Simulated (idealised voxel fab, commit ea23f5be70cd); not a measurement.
Process module, titled voxel ribs on slabs
Cross-sectional view cut (width: 160 nm; square cell size: 5 nm).
Cross-section format: a grid of square cells, given as bands from top to bottom; each band is one or more rows of cells.
For a band, the entry starts with two heights in nm, that of the top and then that of the bottom, and carries on with the band's materials in order from left to right, each alongside its width in nm; the word "full width" beside a single material means it fills the band edge to edge, and "empty" means empty space.
Heights are expressed relative to 0, this being the level below which the as-received wafer comprises one material exclusively. The lowest band is unbounded in the downward direction and is denoted as in "0 nm and below".
A two-number width, for instance "30 to 40", indicates that the width is equal to the first number in the top row of the band and to the second number in the bottom row, and that it changes by a constant amount per row of cells.
You'll sometimes find "remained the same" written for a step, and that's the way of saying that nowhere in the cross-section did a cell change during that step.
In the "Sealed internal cavities" entry, you get each enclosed empty space of 8 cells or more, one with no open way to the top, written width x height at distance, distance from the left edge, in nm.
Where a step's line continues beyond its settings, the continuation is a remark by the simulator itself on that step.
A step line may carry the setting "overlay nm", which, for steps involving a mask, states the distance by which the mask lay to the right of its intended position; negative values denote displacement to the left.
Each pair below shows a cross-section before one step and the cross-section after it, down to the lowest band that changed. The line under each pair gives the step between them, with its settings. The pairs can come from different runs of this module on the same starting wafer, so a pair continues from the pair above only where its "Pre-process state" says so.

-- Pre-process state
- 0 nm and below  Si full width
- Sealed internal cavities: none

-- State After Step
- 25 nm to 0 nm  SiO2 full width
- Anything lower than 0 is untouched.
- Sealed internal cavities: none
Between the two cross-sections shown above lies DIRECTIONAL_DEP with material SiO2, thk nm 25

Pre-process state: The initial state for this step is given by the after cross-section of the immediately preceding pair.

-- State After Step
- 45 nm to 25 nm  SiN full width
- Anything lower than 25 is untouched.
- Sealed internal cavities: none
Between the two cross-sections shown above lies DIRECTIONAL_DEP with material SiN, thk nm 20

Pre-process state: The initial state for this step is given by the after cross-section of the immediately preceding pair.

-- State After Step
- 55 nm to 45 nm  aC full width
- Anything lower than 45 is untouched.
- Sealed internal cavities: none
Between the two cross-sections shown above lies DIRECTIONAL_DEP with material aC, thk nm 10

Pre-process state: The initial state for this step is given by the after cross-section of the immediately preceding pair.

-- State After Step
- 85 nm to 55 nm  empty 65 nm / resist 30 nm / empty 65 nm
- Anything lower than 55 is untouched.
- Sealed internal cavities: none
Between the two cross-sections shown above lies PATTERN with tone cover, mask id RIB, material resist, width nm 30, thk nm 30, overlay nm 0

Pre-process state: The initial state for this step is given by the after cross-section of the immediately preceding pair.

-- State After Step
- 75 nm to 55 nm  empty 65 nm / resist 30 nm / empty 65 nm
- 55 nm to 45 nm  empty 65 nm / aC 30 nm / empty 65 nm
- Anything lower than 45 is untouched.
- Sealed internal cavities: none
Between the two cross-sections shown above lies DIRECTIONAL_ETCH with etch materials aC, depth nm 10

Pre-process state: The initial state for this step is given by the after cross-section of the immediately preceding pair.

-- State After Step
- 55 nm to 45 nm  empty 65 nm / aC 30 nm / empty 65 nm
- Anything lower than 45 is untouched.
- Sealed internal cavities: none
Between the two cross-sections shown above lies STRIP with etch materials resist

Pre-process state: The initial state for this step is given by the after cross-section of the immediately preceding pair.

-- State After Step
- 55 nm to 45 nm  empty 65 nm / aC 30 nm / empty 65 nm
- 45 nm to 35 nm  empty 65 nm / SiN 30 nm / empty 65 nm
- Anything lower than 35 is untouched.
- Sealed internal cavities: none
Between the two cross-sections shown above lies DIRECTIONAL_ETCH with etch materials SiN, depth nm 10

Pre-process state: The initial state for this step is given by the after cross-section of the immediately preceding pair.

-- State After Step
- 45 nm to 35 nm  empty 65 nm / SiN 30 nm / empty 65 nm
- Anything lower than 35 is untouched.
- Sealed internal cavities: none
Between the two cross-sections shown above lies STRIP with etch materials aC

Pre-process state: The initial state for this step is given by the after cross-section of the immediately preceding pair.

-- State After Step
- 60 nm to 50 nm  empty 65 nm / aC 30 nm / empty 65 nm
- 50 nm to 45 nm  aC full width
- 45 nm to 35 nm  aC 65 nm / SiN 30 nm / aC 65 nm
- Anything lower than 35 is untouched.
- Sealed internal cavities: none
Between the two cross-sections shown above lies DIRECTIONAL_DEP with material aC, thk nm 15

Pre-process state: The initial state for this step is given by the after cross-section of the immediately preceding pair.

-- State After Step
- 90 nm to 60 nm  empty 35 nm / resist 90 nm / empty 35 nm
- 60 nm to 50 nm  empty 35 nm / resist 30 nm / aC 30 nm / resist 30 nm / empty 35 nm
- Anything lower than 50 is untouched.
- Sealed internal cavities: none
Between the two cross-sections shown above lies PATTERN with tone cover, mask id SLAB, material resist, width nm 90, thk nm 30, overlay nm 0

Pre-process state: The initial state for this step is given by the after cross-section of the immediately preceding pair.

-- State After Step
- 75 nm to 60 nm  empty 35 nm / resist 90 nm / empty 35 nm
- 60 nm to 50 nm  empty 35 nm / resist 30 nm / aC 30 nm / resist 30 nm / empty 35 nm
- 50 nm to 45 nm  empty 35 nm / aC 90 nm / empty 35 nm
- 45 nm to 35 nm  empty 35 nm / aC 30 nm / SiN 30 nm / aC 30 nm / empty 35 nm
- Anything lower than 35 is untouched.
- Sealed internal cavities: none
Between the two cross-sections shown above lies DIRECTIONAL_ETCH with etch materials aC, depth nm 15

Pre-process state: The initial state for this step is given by the after cross-section of the immediately preceding pair.

-- State After Step
- 60 nm to 50 nm  empty 65 nm / aC 30 nm / empty 65 nm
- Anything lower than 50 is untouched.
- Sealed internal cavities: none
Between the two cross-sections shown above lies STRIP with etch materials resist

Pre-process state: The initial state for this step is given by the after cross-section of the immediately preceding pair.

-- State After Step
- 60 nm to 50 nm  empty 65 nm / aC 30 nm / empty 65 nm
- 50 nm to 45 nm  empty 35 nm / aC 90 nm / empty 35 nm
- 45 nm to 35 nm  empty 35 nm / aC 30 nm / SiN 30 nm / aC 30 nm / empty 35 nm
- 35 nm to 25 nm  empty 35 nm / SiN 90 nm / empty 35 nm
- Anything lower than 25 is untouched.
- Sealed internal cavities: none
Between the two cross-sections shown above lies DIRECTIONAL_ETCH with etch materials SiN, depth nm 10

Pre-process state: The initial state for this step is given by the after cross-section of the immediately preceding pair.

-- State After Step
- 45 nm to 35 nm  empty 65 nm / SiN 30 nm / empty 65 nm
- Anything lower than 35 is untouched.
- Sealed internal cavities: none
Between the two cross-sections shown above lies STRIP with etch materials aC

Pre-process state: The initial state for this step is given by the after cross-section of the immediately preceding pair.

-- State After Step
- 70 nm to 45 nm  SiO2 full width
- 45 nm to 35 nm  SiO2 65 nm / SiN 30 nm / SiO2 65 nm
- 35 nm to 25 nm  SiO2 35 nm / SiN 90 nm / SiO2 35 nm
- Anything lower than 25 is untouched.
- Sealed internal cavities: none
Between the two cross-sections shown above lies FILL_DEP with material SiO2, thk nm 25

Pre-process state: The initial state for this step is given by the after cross-section of the immediately preceding pair.

-- State After Step
- 65 nm to 45 nm  SiO2 full width
- Anything lower than 45 is untouched.
- Sealed internal cavities: none
Between the two cross-sections shown above lies CMP with height nm 65

Pre-process state: The initial state for this step is given by the after cross-section of the immediately preceding pair.

-- State After Step
- 70 nm to 65 nm  TiN full width
- Anything lower than 65 is untouched.
- Sealed internal cavities: none
Between the two cross-sections shown above lies DIRECTIONAL_DEP with material TiN, thk nm 5

Pre-process state: The initial state for this step is given by the after cross-section of the immediately preceding pair.

-- State After Step
- 85 nm to 70 nm  aC full width
- Anything lower than 70 is untouched.
- Sealed internal cavities: none
Between the two cross-sections shown above lies DIRECTIONAL_DEP with material aC, thk nm 15

Pre-process state: The initial state for this step is given by the after cross-section of the immediately preceding pair.

-- State After Step
- 115 nm to 85 nm  empty 60 nm / resist 40 nm / empty 60 nm
- Anything lower than 85 is untouched.
- Sealed internal cavities: none
Between the two cross-sections shown above lies PATTERN with tone cover, mask id HEATER, material resist, width nm 40, thk nm 30, overlay nm 0

Pre-process state: The initial state for this step is given by the after cross-section of the immediately preceding pair.

-- State After Step
- 100 nm to 85 nm  empty 60 nm / resist 40 nm / empty 60 nm
- 85 nm to 70 nm  empty 60 nm / aC 40 nm / empty 60 nm
- Anything lower than 70 is untouched.
- Sealed internal cavities: none
Between the two cross-sections shown above lies DIRECTIONAL_ETCH with etch materials aC, depth nm 15

Pre-process state: The initial state for this step is given by the after cross-section of the immediately preceding pair.

-- State After Step
- 85 nm to 70 nm  empty 60 nm / aC 40 nm / empty 60 nm
- Anything lower than 70 is untouched.
- Sealed internal cavities: none
Between the two cross-sections shown above lies STRIP with etch materials resist

Pre-process state: The initial state for this step is given by the after cross-section of the immediately preceding pair.

-- State After Step
- 85 nm to 70 nm  empty 60 nm / aC 40 nm / empty 60 nm
- 70 nm to 65 nm  empty 60 nm / TiN 40 nm / empty 60 nm
- Anything lower than 65 is untouched.
- Sealed internal cavities: none
Between the two cross-sections shown above lies DIRECTIONAL_ETCH with etch materials TiN, depth nm 5

Pre-process state: The initial state for this step is given by the after cross-section of the immediately preceding pair.

-- State After Step
- 70 nm to 65 nm  empty 60 nm / TiN 40 nm / empty 60 nm
- Anything lower than 65 is untouched.
- Sealed internal cavities: none
Between the two cross-sections shown above lies STRIP with etch materials aC

Pre-process state: The initial state for this step is given by the after cross-section of the immediately preceding pair.

-- State After Step
- 75 nm to 70 nm  empty 55 nm / SiN 50 nm / empty 55 nm
- 70 nm to 65 nm  SiN 60 nm / TiN 40 nm / SiN 60 nm
- Anything lower than 65 is untouched.
- Sealed internal cavities: none
Between the two cross-sections shown above lies CONFORMAL_DEP with material SiN, thk nm 5

-- Pre-process state
- 45 nm to 25 nm  SiN full width
- 25 nm to 0 nm  SiO2 full width
- 0 nm and below  Si full width
- Sealed internal cavities: none

-- State After Step
- 65 nm to 25 nm  SiN full width
- Anything lower than 25 is untouched.
- Sealed internal cavities: none
Between the two cross-sections shown above lies DIRECTIONAL_DEP with material SiN, thk nm 20

Pre-process state: The initial state for this step is given by the after cross-section of the immediately preceding pair.

-- State After Step
- 75 nm to 65 nm  aC full width
- Anything lower than 65 is untouched.
- Sealed internal cavities: none
Between the two cross-sections shown above lies DIRECTIONAL_DEP with material aC, thk nm 10

Pre-process state: The initial state for this step is given by the after cross-section of the immediately preceding pair.

-- State After Step
- 105 nm to 75 nm  empty 65 nm / resist 30 nm / empty 65 nm
- Anything lower than 75 is untouched.
- Sealed internal cavities: none
Between the two cross-sections shown above lies PATTERN with tone cover, mask id RIB, material resist, width nm 30, thk nm 30, overlay nm 0

Pre-process state: The initial state for this step is given by the after cross-section of the immediately preceding pair.

-- State After Step
- 95 nm to 75 nm  empty 65 nm / resist 30 nm / empty 65 nm
- 75 nm to 65 nm  empty 65 nm / aC 30 nm / empty 65 nm
- Anything lower than 65 is untouched.
- Sealed internal cavities: none
Between the two cross-sections shown above lies DIRECTIONAL_ETCH with etch materials aC, depth nm 10

Pre-process state: The initial state for this step is given by the after cross-section of the immediately preceding pair.

-- State After Step
- 75 nm to 65 nm  empty 65 nm / aC 30 nm / empty 65 nm
- Anything lower than 65 is untouched.
- Sealed internal cavities: none
Between the two cross-sections shown above lies STRIP with etch materials resist

Pre-process state: The initial state for this step is given by the after cross-section of the immediately preceding pair.

-- State After Step
- 75 nm to 65 nm  empty 65 nm / aC 30 nm / empty 65 nm
- 65 nm to 55 nm  empty 65 nm / SiN 30 nm / empty 65 nm
- Anything lower than 55 is untouched.
- Sealed internal cavities: none
Between the two cross-sections shown above lies DIRECTIONAL_ETCH with etch materials SiN, depth nm 10

Pre-process state: The initial state for this step is given by the after cross-section of the immediately preceding pair.

-- State After Step
- 65 nm to 55 nm  empty 65 nm / SiN 30 nm / empty 65 nm
- Anything lower than 55 is untouched.
- Sealed internal cavities: none
Between the two cross-sections shown above lies STRIP with etch materials aC

Pre-process state: The initial state for this step is given by the after cross-section of the immediately preceding pair.

-- State After Step
- 80 nm to 70 nm  empty 65 nm / aC 30 nm / empty 65 nm
- 70 nm to 65 nm  aC full width
- 65 nm to 55 nm  aC 65 nm / SiN 30 nm / aC 65 nm
- Anything lower than 55 is untouched.
- Sealed internal cavities: none
Between the two cross-sections shown above lies DIRECTIONAL_DEP with material aC, thk nm 15

Pre-process state: The initial state for this step is given by the after cross-section of the immediately preceding pair.

-- State After Step
- 110 nm to 80 nm  empty 35 nm / resist 90 nm / empty 35 nm
- 80 nm to 70 nm  empty 35 nm / resist 30 nm / aC 30 nm / resist 30 nm / empty 35 nm
- Anything lower than 70 is untouched.
- Sealed internal cavities: none
Between the two cross-sections shown above lies PATTERN with tone cover, mask id SLAB, material resist, width nm 90, thk nm 30, overlay nm 0

Pre-process state: The initial state for this step is given by the after cross-section of the immediately preceding pair.

-- State After Step
- 95 nm to 80 nm  empty 35 nm / resist 90 nm / empty 35 nm
- 80 nm to 70 nm  empty 35 nm / resist 30 nm / aC 30 nm / resist 30 nm / empty 35 nm
- 70 nm to 65 nm  empty 35 nm / aC 90 nm / empty 35 nm
- 65 nm to 55 nm  empty 35 nm / aC 30 nm / SiN 30 nm / aC 30 nm / empty 35 nm
- Anything lower than 55 is untouched.
- Sealed internal cavities: none
Between the two cross-sections shown above lies DIRECTIONAL_ETCH with etch materials aC, depth nm 15

Pre-process state: The initial state for this step is given by the after cross-section of the immediately preceding pair.

-- State After Step
- 80 nm to 70 nm  empty 65 nm / aC 30 nm / empty 65 nm
- Anything lower than 70 is untouched.
- Sealed internal cavities: none
Between the two cross-sections shown above lies STRIP with etch materials resist

Pre-process state: The initial state for this step is given by the after cross-section of the immediately preceding pair.

-- State After Step
- 80 nm to 70 nm  empty 65 nm / aC 30 nm / empty 65 nm
- 70 nm to 65 nm  empty 35 nm / aC 90 nm / empty 35 nm
- 65 nm to 55 nm  empty 35 nm / aC 30 nm / SiN 30 nm / aC 30 nm / empty 35 nm
- 55 nm to 45 nm  empty 35 nm / SiN 90 nm / empty 35 nm
- Anything lower than 45 is untouched.
- Sealed internal cavities: none
Between the two cross-sections shown above lies DIRECTIONAL_ETCH with etch materials SiN, depth nm 10

Pre-process state: The initial state for this step is given by the after cross-section of the immediately preceding pair.

-- State After Step
- 65 nm to 55 nm  empty 65 nm / SiN 30 nm / empty 65 nm
- Anything lower than 55 is untouched.
- Sealed internal cavities: none
Between the two cross-sections shown above lies STRIP with etch materials aC

Pre-process state: The initial state for this step is given by the after cross-section of the immediately preceding pair.

-- State After Step
- 90 nm to 65 nm  SiO2 full width
- 65 nm to 55 nm  SiO2 65 nm / SiN 30 nm / SiO2 65 nm
- 55 nm to 45 nm  SiO2 35 nm / SiN 90 nm / SiO2 35 nm
- Anything lower than 45 is untouched.
- Sealed internal cavities: none
Between the two cross-sections shown above lies FILL_DEP with material SiO2, thk nm 25

Pre-process state: The initial state for this step is given by the after cross-section of the immediately preceding pair.

-- State After Step
- 65 nm to 55 nm  SiO2 65 nm / SiN 30 nm / SiO2 65 nm
- Anything lower than 55 is untouched.
- Sealed internal cavities: none
Between the two cross-sections shown above lies CMP with height nm 65

Pre-process state: The initial state for this step is given by the after cross-section of the immediately preceding pair.

-- State After Step
- 70 nm to 65 nm  TiN full width
- Anything lower than 65 is untouched.
- Sealed internal cavities: none
Between the two cross-sections shown above lies DIRECTIONAL_DEP with material TiN, thk nm 5

Pre-process state: The initial state for this step is given by the after cross-section of the immediately preceding pair.

-- State After Step
- 85 nm to 70 nm  aC full width
- Anything lower than 70 is untouched.
- Sealed internal cavities: none
Between the two cross-sections shown above lies DIRECTIONAL_DEP with material aC, thk nm 15

Pre-process state: The initial state for this step is given by the after cross-section of the immediately preceding pair.

-- State After Step
- 115 nm to 85 nm  empty 60 nm / resist 40 nm / empty 60 nm
- Anything lower than 85 is untouched.
- Sealed internal cavities: none
Between the two cross-sections shown above lies PATTERN with tone cover, mask id HEATER, material resist, width nm 40, thk nm 30, overlay nm 0

Pre-process state: The initial state for this step is given by the after cross-section of the immediately preceding pair.

-- State After Step
- 100 nm to 85 nm  empty 60 nm / resist 40 nm / empty 60 nm
- 85 nm to 70 nm  empty 60 nm / aC 40 nm / empty 60 nm
- Anything lower than 70 is untouched.
- Sealed internal cavities: none
Between the two cross-sections shown above lies DIRECTIONAL_ETCH with etch materials aC, depth nm 15

Pre-process state: The initial state for this step is given by the after cross-section of the immediately preceding pair.

-- State After Step
- 85 nm to 70 nm  empty 60 nm / aC 40 nm / empty 60 nm
- Anything lower than 70 is untouched.
- Sealed internal cavities: none
Between the two cross-sections shown above lies STRIP with etch materials resist

Pre-process state: The initial state for this step is given by the after cross-section of the immediately preceding pair.

-- State After Step
- 85 nm to 70 nm  empty 60 nm / aC 40 nm / empty 60 nm
- 70 nm to 65 nm  empty 60 nm / TiN 40 nm / empty 60 nm
- Anything lower than 65 is untouched.
- Sealed internal cavities: none
Between the two cross-sections shown above lies DIRECTIONAL_ETCH with etch materials TiN, depth nm 5

Pre-process state: The initial state for this step is given by the after cross-section of the immediately preceding pair.

-- State After Step
- 70 nm to 65 nm  empty 60 nm / TiN 40 nm / empty 60 nm
- Anything lower than 65 is untouched.
- Sealed internal cavities: none
Between the two cross-sections shown above lies STRIP with etch materials aC

Pre-process state: The initial state for this step is given by the after cross-section of the immediately preceding pair.

-- State After Step
- 75 nm to 70 nm  empty 55 nm / SiN 50 nm / empty 55 nm
- 70 nm to 65 nm  SiN 60 nm / TiN 40 nm / SiN 60 nm
- Anything lower than 65 is untouched.
- Sealed internal cavities: none
Between the two cross-sections shown above lies CONFORMAL_DEP with material SiN, thk nm 5

-- Pre-process state
- 0 nm and below  Si full width
- Sealed internal cavities: none

-- State After Step
- 20 nm to 0 nm  SiN full width
- Anything lower than 0 is untouched.
- Sealed internal cavities: none
Between the two cross-sections shown above lies DIRECTIONAL_DEP with material SiN, thk nm 20

Pre-process state: The initial state for this step is given by the after cross-section of the immediately preceding pair.

-- State After Step
- 45 nm to 20 nm  SiO2 full width
- Anything lower than 20 is untouched.
- Sealed internal cavities: none
Between the two cross-sections shown above lies DIRECTIONAL_DEP with material SiO2, thk nm 25

Pre-process state: The initial state for this step is given by the after cross-section of the immediately preceding pair.

-- State After Step
- 55 nm to 45 nm  aC full width
- Anything lower than 45 is untouched.
- Sealed internal cavities: none
Between the two cross-sections shown above lies DIRECTIONAL_DEP with material aC, thk nm 10

Pre-process state: The initial state for this step is given by the after cross-section of the immediately preceding pair.

-- State After Step
- 85 nm to 55 nm  empty 65 nm / resist 30 nm / empty 65 nm
- Anything lower than 55 is untouched.
- Sealed internal cavities: none
Between the two cross-sections shown above lies PATTERN with tone cover, mask id RIB, material resist, width nm 30, thk nm 30, overlay nm 0

Pre-process state: The initial state for this step is given by the after cross-section of the immediately preceding pair.

-- State After Step
- 75 nm to 55 nm  empty 65 nm / resist 30 nm / empty 65 nm
- 55 nm to 45 nm  empty 65 nm / aC 30 nm / empty 65 nm
- Anything lower than 45 is untouched.
- Sealed internal cavities: none
Between the two cross-sections shown above lies DIRECTIONAL_ETCH with etch materials aC, depth nm 10

Pre-process state: The initial state for this step is given by the after cross-section of the immediately preceding pair.

-- State After Step
- 55 nm to 45 nm  empty 65 nm / aC 30 nm / empty 65 nm
- Anything lower than 45 is untouched.
- Sealed internal cavities: none
Between the two cross-sections shown above lies STRIP with etch materials resist

Pre-process state: The initial state for this step is given by the after cross-section of the immediately preceding pair.

-- State After Step
- 45 nm to 20 nm  SiO2 full width
- Anything lower than 20 is untouched.
- Sealed internal cavities: none
Between the two cross-sections shown above lies STRIP with etch materials aC

Pre-process state: The initial state for this step is given by the after cross-section of the immediately preceding pair.

-- State After Step
- 60 nm to 45 nm  aC full width
- Anything lower than 45 is untouched.
- Sealed internal cavities: none
Between the two cross-sections shown above lies DIRECTIONAL_DEP with material aC, thk nm 15

Pre-process state: The initial state for this step is given by the after cross-section of the immediately preceding pair.

-- State After Step
- 90 nm to 60 nm  empty 35 nm / resist 90 nm / empty 35 nm
- Anything lower than 60 is untouched.
- Sealed internal cavities: none
Between the two cross-sections shown above lies PATTERN with tone cover, mask id SLAB, material resist, width nm 90, thk nm 30, overlay nm 0

Pre-process state: The initial state for this step is given by the after cross-section of the immediately preceding pair.

-- State After Step
- 75 nm to 60 nm  empty 35 nm / resist 90 nm / empty 35 nm
- 60 nm to 45 nm  empty 35 nm / aC 90 nm / empty 35 nm
- Anything lower than 45 is untouched.
- Sealed internal cavities: none
Between the two cross-sections shown above lies DIRECTIONAL_ETCH with etch materials aC, depth nm 15

Pre-process state: The initial state for this step is given by the after cross-section of the immediately preceding pair.

-- State After Step
- 60 nm to 45 nm  empty 35 nm / aC 90 nm / empty 35 nm
- Anything lower than 45 is untouched.
- Sealed internal cavities: none
Between the two cross-sections shown above lies STRIP with etch materials resist

Pre-process state: The initial state for this step is given by the after cross-section of the immediately preceding pair.

-- State After Step
- 45 nm to 20 nm  SiO2 full width
- Anything lower than 20 is untouched.
- Sealed internal cavities: none
Between the two cross-sections shown above lies STRIP with etch materials aC

Pre-process state: The initial state for this step is given by the after cross-section of the immediately preceding pair.

-- State After Step
- 70 nm to 20 nm  SiO2 full width
- Anything lower than 20 is untouched.
- Sealed internal cavities: none
Between the two cross-sections shown above lies FILL_DEP with material SiO2, thk nm 25

Pre-process state: The initial state for this step is given by the after cross-section of the immediately preceding pair.

-- State After Step
- 65 nm to 20 nm  SiO2 full width
- Anything lower than 20 is untouched.
- Sealed internal cavities: none
Between the two cross-sections shown above lies CMP with height nm 65

Pre-process state: The initial state for this step is given by the after cross-section of the immediately preceding pair.

-- State After Step
- 70 nm to 65 nm  TiN full width
- Anything lower than 65 is untouched.
- Sealed internal cavities: none
Between the two cross-sections shown above lies DIRECTIONAL_DEP with material TiN, thk nm 5

Pre-process state: The initial state for this step is given by the after cross-section of the immediately preceding pair.

-- State After Step
- 85 nm to 70 nm  aC full width
- Anything lower than 70 is untouched.
- Sealed internal cavities: none
Between the two cross-sections shown above lies DIRECTIONAL_DEP with material aC, thk nm 15

Pre-process state: The initial state for this step is given by the after cross-section of the immediately preceding pair.

-- State After Step
- 115 nm to 85 nm  empty 60 nm / resist 40 nm / empty 60 nm
- Anything lower than 85 is untouched.
- Sealed internal cavities: none
Between the two cross-sections shown above lies PATTERN with tone cover, mask id HEATER, material resist, width nm 40, thk nm 30, overlay nm 0

Pre-process state: The initial state for this step is given by the after cross-section of the immediately preceding pair.

-- State After Step
- 100 nm to 85 nm  empty 60 nm / resist 40 nm / empty 60 nm
- 85 nm to 70 nm  empty 60 nm / aC 40 nm / empty 60 nm
- Anything lower than 70 is untouched.
- Sealed internal cavities: none
Between the two cross-sections shown above lies DIRECTIONAL_ETCH with etch materials aC, depth nm 15

Pre-process state: The initial state for this step is given by the after cross-section of the immediately preceding pair.

-- State After Step
- 85 nm to 70 nm  empty 60 nm / aC 40 nm / empty 60 nm
- Anything lower than 70 is untouched.
- Sealed internal cavities: none
Between the two cross-sections shown above lies STRIP with etch materials resist

Pre-process state: The initial state for this step is given by the after cross-section of the immediately preceding pair.

-- State After Step
- 85 nm to 70 nm  empty 60 nm / aC 40 nm / empty 60 nm
- 70 nm to 65 nm  empty 60 nm / TiN 40 nm / empty 60 nm
- Anything lower than 65 is untouched.
- Sealed internal cavities: none
Between the two cross-sections shown above lies DIRECTIONAL_ETCH with etch materials TiN, depth nm 5

Pre-process state: The initial state for this step is given by the after cross-section of the immediately preceding pair.

-- State After Step
- 70 nm to 65 nm  empty 60 nm / TiN 40 nm / empty 60 nm
- Anything lower than 65 is untouched.
- Sealed internal cavities: none
Between the two cross-sections shown above lies STRIP with etch materials aC

Pre-process state: The initial state for this step is given by the after cross-section of the immediately preceding pair.

-- State After Step
- 75 nm to 70 nm  empty 55 nm / SiN 50 nm / empty 55 nm
- 70 nm to 65 nm  SiN 60 nm / TiN 40 nm / SiN 60 nm
- Anything lower than 65 is untouched.
- Sealed internal cavities: none
Between the two cross-sections shown above lies CONFORMAL_DEP with material SiN, thk nm 5

-- Pre-process state
- 55 nm to 45 nm  empty 65 nm / aC 30 nm / empty 65 nm
- 45 nm to 25 nm  SiN full width
- 25 nm to 0 nm  SiO2 full width
- 0 nm and below  Si full width
- Sealed internal cavities: none

-- State After Step
- 55 nm to 45 nm  empty 65 nm / aC 30 nm / empty 65 nm
- 45 nm to 30 nm  empty 65 nm / SiN 30 nm / empty 65 nm
- Anything lower than 30 is untouched.
- Sealed internal cavities: none
Between the two cross-sections shown above lies DIRECTIONAL_ETCH with etch materials SiN, depth nm 15

Pre-process state: The initial state for this step is given by the after cross-section of the immediately preceding pair.

-- State After Step
- 45 nm to 30 nm  empty 65 nm / SiN 30 nm / empty 65 nm
- Anything lower than 30 is untouched.
- Sealed internal cavities: none
Between the two cross-sections shown above lies STRIP with etch materials aC

Pre-process state: The initial state for this step is given by the after cross-section of the immediately preceding pair.

-- State After Step
- 60 nm to 45 nm  empty 65 nm / aC 30 nm / empty 65 nm
- 45 nm to 30 nm  aC 65 nm / SiN 30 nm / aC 65 nm
- Anything lower than 30 is untouched.
- Sealed internal cavities: none
Between the two cross-sections shown above lies DIRECTIONAL_DEP with material aC, thk nm 15

Pre-process state: The initial state for this step is given by the after cross-section of the immediately preceding pair.

-- State After Step
- 90 nm to 60 nm  empty 35 nm / resist 90 nm / empty 35 nm
- 60 nm to 45 nm  empty 35 nm / resist 30 nm / aC 30 nm / resist 30 nm / empty 35 nm
- Anything lower than 45 is untouched.
- Sealed internal cavities: none
Between the two cross-sections shown above lies PATTERN with tone cover, mask id SLAB, material resist, width nm 90, thk nm 30, overlay nm 0

Pre-process state: The initial state for this step is given by the after cross-section of the immediately preceding pair.

-- State After Step
- 75 nm to 60 nm  empty 35 nm / resist 90 nm / empty 35 nm
- 60 nm to 45 nm  empty 35 nm / resist 30 nm / aC 30 nm / resist 30 nm / empty 35 nm
- 45 nm to 30 nm  empty 35 nm / aC 30 nm / SiN 30 nm / aC 30 nm / empty 35 nm
- Anything lower than 30 is untouched.
- Sealed internal cavities: none
Between the two cross-sections shown above lies DIRECTIONAL_ETCH with etch materials aC, depth nm 15

Pre-process state: The initial state for this step is given by the after cross-section of the immediately preceding pair.

-- State After Step
- 60 nm to 45 nm  empty 65 nm / aC 30 nm / empty 65 nm
- Anything lower than 45 is untouched.
- Sealed internal cavities: none
Between the two cross-sections shown above lies STRIP with etch materials resist

Pre-process state: The initial state for this step is given by the after cross-section of the immediately preceding pair.

-- State After Step
- 60 nm to 45 nm  empty 65 nm / aC 30 nm / empty 65 nm
- 45 nm to 30 nm  empty 35 nm / aC 30 nm / SiN 30 nm / aC 30 nm / empty 35 nm
- 30 nm to 25 nm  empty 35 nm / SiN 90 nm / empty 35 nm
- Anything lower than 25 is untouched.
- Sealed internal cavities: none
Between the two cross-sections shown above lies DIRECTIONAL_ETCH with etch materials SiN, depth nm 10

Pre-process state: The initial state for this step is given by the after cross-section of the immediately preceding pair.

-- State After Step
- 45 nm to 30 nm  empty 65 nm / SiN 30 nm / empty 65 nm
- Anything lower than 30 is untouched.
- Sealed internal cavities: none
Between the two cross-sections shown above lies STRIP with etch materials aC

Pre-process state: The initial state for this step is given by the after cross-section of the immediately preceding pair.

-- State After Step
- 70 nm to 45 nm  SiO2 full width
- 45 nm to 30 nm  SiO2 65 nm / SiN 30 nm / SiO2 65 nm
- 30 nm to 25 nm  SiO2 35 nm / SiN 90 nm / SiO2 35 nm
- Anything lower than 25 is untouched.
- Sealed internal cavities: none
Between the two cross-sections shown above lies FILL_DEP with material SiO2, thk nm 25

Pre-process state: The initial state for this step is given by the after cross-section of the immediately preceding pair.

-- State After Step
- 65 nm to 45 nm  SiO2 full width
- Anything lower than 45 is untouched.
- Sealed internal cavities: none
Between the two cross-sections shown above lies CMP with height nm 65

Pre-process state: The initial state for this step is given by the after cross-section of the immediately preceding pair.

-- State After Step
- 70 nm to 65 nm  TiN full width
- Anything lower than 65 is untouched.
- Sealed internal cavities: none
Between the two cross-sections shown above lies DIRECTIONAL_DEP with material TiN, thk nm 5

Pre-process state: The initial state for this step is given by the after cross-section of the immediately preceding pair.

-- State After Step
- 85 nm to 70 nm  aC full width
- Anything lower than 70 is untouched.
- Sealed internal cavities: none
Between the two cross-sections shown above lies DIRECTIONAL_DEP with material aC, thk nm 15

Pre-process state: The initial state for this step is given by the after cross-section of the immediately preceding pair.

-- State After Step
- 115 nm to 85 nm  empty 60 nm / resist 40 nm / empty 60 nm
- Anything lower than 85 is untouched.
- Sealed internal cavities: none
Between the two cross-sections shown above lies PATTERN with tone cover, mask id HEATER, material resist, width nm 40, thk nm 30, overlay nm 0

Pre-process state: The initial state for this step is given by the after cross-section of the immediately preceding pair.

-- State After Step
- 100 nm to 85 nm  empty 60 nm / resist 40 nm / empty 60 nm
- 85 nm to 70 nm  empty 60 nm / aC 40 nm / empty 60 nm
- Anything lower than 70 is untouched.
- Sealed internal cavities: none
Between the two cross-sections shown above lies DIRECTIONAL_ETCH with etch materials aC, depth nm 15

Pre-process state: The initial state for this step is given by the after cross-section of the immediately preceding pair.

-- State After Step
- 85 nm to 70 nm  empty 60 nm / aC 40 nm / empty 60 nm
- Anything lower than 70 is untouched.
- Sealed internal cavities: none
Between the two cross-sections shown above lies STRIP with etch materials resist

Pre-process state: The initial state for this step is given by the after cross-section of the immediately preceding pair.

-- State After Step
- 85 nm to 70 nm  empty 60 nm / aC 40 nm / empty 60 nm
- 70 nm to 65 nm  empty 60 nm / TiN 40 nm / empty 60 nm
- Anything lower than 65 is untouched.
- Sealed internal cavities: none
Between the two cross-sections shown above lies DIRECTIONAL_ETCH with etch materials TiN, depth nm 5

Pre-process state: The initial state for this step is given by the after cross-section of the immediately preceding pair.

-- State After Step
- 70 nm to 65 nm  empty 60 nm / TiN 40 nm / empty 60 nm
- Anything lower than 65 is untouched.
- Sealed internal cavities: none
Between the two cross-sections shown above lies STRIP with etch materials aC

Pre-process state: The initial state for this step is given by the after cross-section of the immediately preceding pair.

-- State After Step
- 75 nm to 70 nm  empty 55 nm / SiN 50 nm / empty 55 nm
- 70 nm to 65 nm  SiN 60 nm / TiN 40 nm / SiN 60 nm
- Anything lower than 65 is untouched.
- Sealed internal cavities: none
Between the two cross-sections shown above lies CONFORMAL_DEP with material SiN, thk nm 5
